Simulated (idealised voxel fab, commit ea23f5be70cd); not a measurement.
Process module, titled voxel spacer lines
Section cut is 240 nm wide and gridded with 5 nm square cells.
Cross-section format: a grid of square cells, given as bands from top to bottom; each band is one or more rows of cells.
This entry defines a band. It first specifies the height of the band's top and the height of its bottom in nm, and then specifies the band's materials from left to right, stating each material with its width in nm. The word "throughout" identifies a single material that fills the band from edge to edge, while the word "blank" identifies empty space.
Heights from 0 (as-received wafer is one material below). Bottom band endless downward, as "z 0 and below".
Note: "30->40" means the width goes from the first number (top row of the band) to the second number (bottom row) in equal steps per row of cells.
"no modification", as given for a step, is the statement that not any cell of the cross-section underwent a change during that step.
"Completely enclosed voids" lists enclosed empty spaces (at least 8 cells, no open path upward to the top), each as width x height at distance from the left edge, in nm.
That trailing text on a step's line, after the settings, is the simulator's own remark on the step.
What "overlay nm" on a step's line means: if the step has a mask, that mask lay this far to the right of its planned place, or, when the value is negative, to the left.

So here's the lineup of process steps we planned
1 RECEIVE,material Si
2 CONFORMAL_DEP,material Al2O3,thk nm 5
3 DIRECTIONAL_DEP,material SiN,thk nm 15
4 DIRECTIONAL_DEP,material aC,thk nm 30
5 PATTERN,tone cover,mask id MANDREL,material resist,width nm 15,pitch nm 60,thk nm 40,overlay nm 0
6 DIRECTIONAL_ETCH,etch materials aC,depth nm 30
7 STRIP,etch materials resist
8 CONFORMAL_DEP,material SiO2,thk nm 15
9 DIRECTIONAL_ETCH,etch materials SiO2,depth nm 15
10 STRIP,etch materials aC
11 DIRECTIONAL_ETCH,etch materials SiN,depth nm 15
12 STRIP,etch materials SiO2

Incoming wafer in cross-section (state: after step 1)
- z 0 and below | Si throughout
- Completely enclosed voids: none

The first of the two wafers as seen in cross-section once the module was finished; processing followed the plan
- z 20 to 5 | blank (35)  SiN (15)  blank (15)  SiN (15)  blank (15)  SiN (15)  blank (15)  SiN (15)  blank (15)  SiN (15)  blank (15)  SiN (15)  blank (40)
- z 5 to 0 | Al2O3 throughout
- z 0 and below | Si throughout
- Completely enclosed voids: none

This cross-section belongs to the second wafer of two at the end of the module; the start and the plan were shared with the first, and the run included one mistake
- z 20 to 5 | blank (50)  SiN (15)  blank (45)  SiN (15)  blank (45)  SiN (15)  blank (55)
- z 5 to 0 | Al2O3 throughout
- z 0 and below | Si throughout
- Completely enclosed voids: none
Want to know what went wrong? step 5 did not happen as planned, as run it was PATTERN,tone open,mask id MANDREL,material resist,width nm 15,pitch nm 60,thk nm 40,overlay nm 0
End of process, cell counts, second wafer against first, materials with more or fewer: SiN: 27 fewer
